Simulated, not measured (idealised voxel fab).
Process module under the name voxel lift off
The figure presents cross-section cut, which has a width of 275 nm and is divided into square cells with an edge length of 5 nm.
For the purposes of this document, a cross-section shall be understood as a grid of square cells, specified as bands listed in top-to-bottom order, each band consisting of one or more rows of cells. Within each band entry, the heights of the top and of the bottom of the band appear first, in that order and in nm; the materials of the band then follow from left to right, each with its corresponding width in nm. The designation "throughout" on a single material indicates that it fills the band from edge to edge; the designation "air" indicates empty space. Where do heights start? At 0: under that level the wafer as delivered is made of one material only. And the lowest band has no floor; it just carries on downward, as in "from 0 down". The two numbers in a width such as "30->40" mark its ends across the band: the first belongs to the top row of cells, the second to the bottom row, and from each row to the next the width moves by the same amount. Where the words "remains unaltered" appear for a step, the cross-section shows no cell changed by that step; every cell remained as before. The list in "Sealed internal voids" covers empty spaces of 8 cells or more that cannot reach the top through any open way, and it gives each as width x height at distance; the distance is from the left edge, and width, height and distance are in nm. Read whatever lies past the settings on a step's line as the simulator's own remark about the step. overlay nm: for a step with a mask, the amount by which the mask lay right of where it was planned; a negative amount means left of it.
### Process steps (planned)
- 1: RECEIVE: material Si
- 2: CONFORMAL_DEP: material SiO2, thk nm 15
- 3: PATTERN: tone open, mask id LINES, material resist, width nm 30, pitch nm 60, thk nm 20, overlay nm 0
- 4: DIRECTIONAL_DEP: material Ru, thk nm 5
- 5: STRIP: etch materials resist
- 6: CONFORMAL_DEP: material SiCN, thk nm 5
### First of two wafers, with the run carried out as planned
### Incoming wafer, cross-sectional view, post step 1
    from 0 down = Si throughout
    Sealed internal voids: none
### The wafer, seen in cross-section, after step 2
    from 15 to 0 = SiO2 throughout
    Everything under 0 stays put, no change at all.
### The wafer, seen in cross-section, after step 3
    from 35 to 15 = resist 90 | air 30 | resist 30 | air 30 | resist 95
    Everything under 15 stays put, no change at all.
### The wafer, seen in cross-section, after step 4
    from 40 to 35 = Ru 90 | air 30 | Ru 30 | air 30 | Ru 95
    from 35 to 20 = resist 90 | air 30 | resist 30 | air 30 | resist 95
    from 20 to 15 = resist 90 | Ru 30 | resist 30 | Ru 30 | resist 95
    Everything under 15 stays put, no change at all.
### The wafer, seen in cross-section, after step 5
    from 20 to 15 = air 90 | Ru 30 | air 30 | Ru 30 | air 95
    Everything under 15 stays put, no change at all.
### The wafer, seen in cross-section, after step 6
    from 25 to 20 = air 85 | SiCN 40 | air 20 | SiCN 40 | air 90
    from 20 to 15 = SiCN 90 | Ru 30 | SiCN 30 | Ru 30 | SiCN 95
    Everything under 15 stays put, no change at all.
### What follows concerns the second wafer, which started out like the first and was meant to follow the very same plan; one mistake crept in when it was run, but everything up to and including step 3 is the same as for the first wafer
Cross-sectional representation of the second wafer at the time designated in the plan for the completion of step 4: remains unaltered
### Cross-sectional representation of the second wafer at the time designated in the plan for the completion of step 5
    from 15 to 0 = SiO2 throughout
    Everything under 0 stays put, no change at all.
### Cross-sectional representation of the second wafer at the time designated in the plan for the completion of step 6
    from 20 to 15 = SiCN throughout
    Everything under 15 stays put, no change at all.
It is concluded that the wafer was processed incorrectly with respect to the plan, in that not run: step 4 of the plan (skipped)
Per the end-of-run cell counts, the second wafer holds more or fewer of some materials than the first: -12 Ru; -4 SiCN
